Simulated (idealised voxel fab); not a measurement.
process module | voxel transistor to metal
cross-section cut | 295 nm wide | cells 5 nm
A cross-section is a grid of square cells, given in bands from the top down. A band is one or more rows of cells.
Each band's line starts with the height of the band's top and of its bottom, in nm. Then come its materials from left to right, each with its width in nm. One material with "throughout" fills the band from edge to edge. "air" is empty space.
Height 0 is the level under which the wafer as received is all one material. The lowest band goes on downwards, as in "0 down".
A width such as "30 to 40" changes by the same amount from each row of cells to the next, from the band's top row to its bottom row.
"no change" after a step means that no cell of the cross-section changed.
closed voids: empty space of 8 cells or more with no open way to the top, each as width x height at its distance from the left edge, in nm
after a step's settings: what the simulator itself notes on the step
overlay nm, on a step with a mask: how far to the right of its planned place the mask lay; to the left if negative
plan
1 op RECEIVE | material Si
2 op CONFORMAL_DEP | material SiO2 | thk nm 5
3 op CONFORMAL_DEP | material SiN | thk nm 10
4 op PATTERN | tone cover | mask id ACTIVE | material resist | width nm 115 | pitch nm 145 | thk nm 15 | overlay nm 0
5 op DIRECTIONAL_ETCH | etch materials SiN | depth nm 10
6 op DIRECTIONAL_ETCH | etch materials SiO2 | depth nm 5
7 op DIRECTIONAL_ETCH | etch materials Si | depth nm 20
8 op STRIP | etch materials resist
9 op OXIDIZE | depth nm 5
10 op FILL_DEP | material SiO2 | thk nm 5
11 op CMP | height nm 15
12 op SELECTIVE_ETCH | etch materials SiO2 | depth nm 10
13 op STRIP | etch materials SiN
14 op SELECTIVE_ETCH | etch materials SiO2 | depth nm 5
15 op OXIDIZE | depth nm 5
16 op DIRECTIONAL_DEP | material polySi | thk nm 30
17 op DIRECTIONAL_DEP | material SiCN | thk nm 10
18 op DIRECTIONAL_DEP | material aC | thk nm 10
19 op PATTERN | tone cover | mask id GATE | material resist | width nm 35 | pitch nm 145 | thk nm 25 | overlay nm 0
20 op DIRECTIONAL_ETCH | etch materials aC | depth nm 10
21 op STRIP | etch materials resist
22 op DIRECTIONAL_ETCH | etch materials SiCN | depth nm 20
23 op DIRECTIONAL_ETCH | etch materials polySi | depth nm 40
24 op STRIP | etch materials aC
25 op CONFORMAL_DEP | material SiN | thk nm 10
26 op DIRECTIONAL_ETCH | etch materials SiN | depth nm 10
27 op DIRECTIONAL_ETCH | etch materials SiO2 | depth nm 5
28 op EPI | material pSi | thk nm 5
29 op FILL_DEP | material SiO2 | thk nm 10
30 op CMP | height nm 30
31 op STRIP | etch materials polySi
32 op SELECTIVE_ETCH | etch materials SiO2 | depth nm 5
33 op CONFORMAL_DEP | material HfO2 | thk nm 5
34 op CONFORMAL_DEP | material TiN | thk nm 5
35 op FILL_DEP | material W | thk nm 10
36 op CMP | height nm 25
37 op DIRECTIONAL_DEP | material SiO2 | thk nm 10
38 op MASKED_ETCH | tone open | mask id CONTACT | width nm 15 | etch materials SiO2 | depth nm 35 | overlay nm 0
39 op CONFORMAL_DEP | material TiN | thk nm 5
40 op FILL_DEP | material Ru | thk nm 5
41 op CMP | height nm 35
42 op DIRECTIONAL_DEP | material TiN | thk nm 5
43 op DIRECTIONAL_DEP | material Ru | thk nm 15
44 op DIRECTIONAL_DEP | material aC | thk nm 15
45 op PATTERN | tone cover | mask id METAL_1 | material resist | width nm 15 | thk nm 30 | overlay nm 0
46 op DIRECTIONAL_ETCH | etch materials aC | depth nm 15
47 op STRIP | etch materials resist
48 op DIRECTIONAL_ETCH | etch materials Ru | depth nm 15
49 op DIRECTIONAL_ETCH | etch materials TiN | depth nm 5
50 op STRIP | etch materials aC
51 op CONFORMAL_DEP | material SiN | thk nm 5
52 op FILL_DEP | material lowk | thk nm 5
53 op CMP | height nm 55
54 op CONFORMAL_DEP | material SiN | thk nm 5
as received, after step 1
  0 down: Si throughout
  closed voids: none
a wafer at the end: this start, this plan, one mistake
  60 to 55: SiN throughout
  55 to 40: lowk 20 | SiN 5 | Ru 15 | SiN 5 | lowk 55 | SiN 5 | Ru 15 | SiN 5 | lowk 40 | SiN 5 | Ru 15 | SiN 5 | lowk 55 | SiN 5 | Ru 15 | SiN 5 | lowk 25
  40 to 35: SiN 25 | TiN 15 | SiN 65 | TiN 15 | SiN 50 | TiN 15 | SiN 65 | TiN 15 | SiN 30
  35 to 25: SiO2 25 | TiN 5 | Ru 5 | TiN 5 | SiO2 65 | TiN 5 | Ru 5 | TiN 5 | SiO2 50 | TiN 5 | Ru 5 | TiN 5 | SiO2 65 | TiN 5 | Ru 5 | TiN 5 | SiO2 30
  25 to 5: SiO2 25 | TiN 5 | Ru 5 | TiN 5 | SiO2 10 | SiN 10 | HfO2 5 | TiN 5 | W 15 | TiN 5 | HfO2 5 | SiN 10 | TiN 5 | Ru 5 | TiN 5 | SiO2 50 | TiN 5 | Ru 5 | TiN 5 | SiO2 10 | SiN 10 | HfO2 5 | TiN 5 | W 15 | TiN 5 | HfO2 5 | SiN 10 | TiN 5 | Ru 5 | TiN 5 | SiO2 30
  5 to 0: SiO2 25 | TiN 15 | SiO2 10 | SiN 10 | HfO2 5 | TiN 25 | HfO2 5 | SiN 10 | TiN 15 | SiO2 50 | TiN 15 | SiO2 10 | SiN 10 | HfO2 5 | TiN 25 | HfO2 5 | SiN 10 | TiN 15 | SiO2 30
  0 to -5: SiO2 15 | pSi 35 | SiO2 5 | HfO2 45 | SiO2 5 | pSi 25 | SiO2 30 | pSi 35 | SiO2 5 | HfO2 45 | SiO2 5 | pSi 25 | SiO2 20
  -5 to -25: SiO2 20 | Si 105 | SiO2 40 | Si 105 | SiO2 25
  -25 down: Si throughout
  closed voids: none
what went wrong: step 19 ran as: op PATTERN | tone cover | mask id GATE | material resist | width nm 35 | pitch nm 145 | thk nm 25 | overlay nm 5
